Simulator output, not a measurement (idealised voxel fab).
process module | voxel self aligned contacts
cross-section cut | 255 nm wide | cells 5 nm
A cross-section is a grid of square cells, given in bands from the top down. A band is one or more rows of cells.
Each band's line starts with the height of the band's top and of its bottom, in nm. Then come its materials from left to right, each with its width in nm. One material with "throughout" fills the band from edge to edge. "air" is empty space.
Height 0 is the level under which the wafer as received is all one material. The lowest band goes on downwards, as in "0 down".
A width such as "30 to 40" changes by the same amount from each row of cells to the next, from the band's top row to its bottom row.
"no change" after a step means that no cell of the cross-section changed.
closed voids: empty space of 8 cells or more with no open way to the top, each as width x height at its distance from the left edge, in nm
after a step's settings: what the simulator itself notes on the step
overlay nm, on a step with a mask: how far to the right of its planned place the mask lay; to the left if negative
plan
1 op RECEIVE | material Si
2 op CONFORMAL_DEP | material SiO2 | thk nm 5
3 op DIRECTIONAL_DEP | material polySi | thk nm 25
4 op DIRECTIONAL_DEP | material SiN | thk nm 25
5 op PATTERN | tone cover | mask id GATE | material resist | width nm 25 | pitch nm 60 | thk nm 15 | overlay nm 0
6 op DIRECTIONAL_ETCH | etch materials SiN | depth nm 25
7 op DIRECTIONAL_ETCH | etch materials polySi | depth nm 25
8 op STRIP | etch materials resist
9 op CONFORMAL_DEP | material SiN | thk nm 10
10 op DIRECTIONAL_ETCH | etch materials SiN | depth nm 10
11 op FILL_DEP | material SiO2 | thk nm 15
12 op CMP | height nm 60
13 op PATTERN | tone open | mask id CONTACT | material resist | width nm 45 | thk nm 15 | overlay nm 0
14 op DIRECTIONAL_ETCH | etch materials SiO2 | depth nm 60
15 op STRIP | etch materials resist
16 op CONFORMAL_DEP | material TiN | thk nm 5
17 op FILL_DEP | material Ru | thk nm 5
18 op CMP | height nm 60
19 op CONFORMAL_DEP | material SiCN | thk nm 5
as received, after step 1
  0 down: Si throughout
  closed voids: none
first wafer at the end, as planned
  65 to 60: SiCN throughout
  60 to 55: SiO2 105 | TiN 20 | Ru 5 | TiN 20 | SiO2 105
  55 to 30: SiO2 75 | SiN 45 | TiN 5 | Ru 5 | TiN 5 | SiN 45 | SiO2 75
  30 to 5: SiO2 75 | SiN 10 | polySi 25 | SiN 10 | TiN 5 | Ru 5 | TiN 5 | SiN 10 | polySi 25 | SiN 10 | SiO2 75
  5 to 0: SiO2 120 | TiN 15 | SiO2 120
  0 down: Si throughout
  closed voids: none
second wafer at the end: like start, like plan, one mistake
  65 to 60: SiCN throughout
  60 to 55: SiO2 105 | TiN 20 | Ru 5 | TiN 20 | SiO2 105
  55 to 40: SiO2 75 | SiN 45 | TiN 5 | Ru 5 | TiN 5 | SiN 45 | SiO2 75
  40 to 35: SiO2 75 | SiN 45 | TiN 15 | SiN 45 | SiO2 75
  35 to 30: SiN throughout
  30 to 5: polySi throughout
  5 to 0: SiO2 throughout
  0 down: Si throughout
  closed voids: none
what went wrong: step 6 ran as: op DIRECTIONAL_ETCH | etch materials SiN | depth nm 20
at the end the second wafer has, in cells: 7 fewer of Ru | 7 fewer of SiN | 177 fewer of SiO2 | 14 fewer of TiN | 205 more of polySi
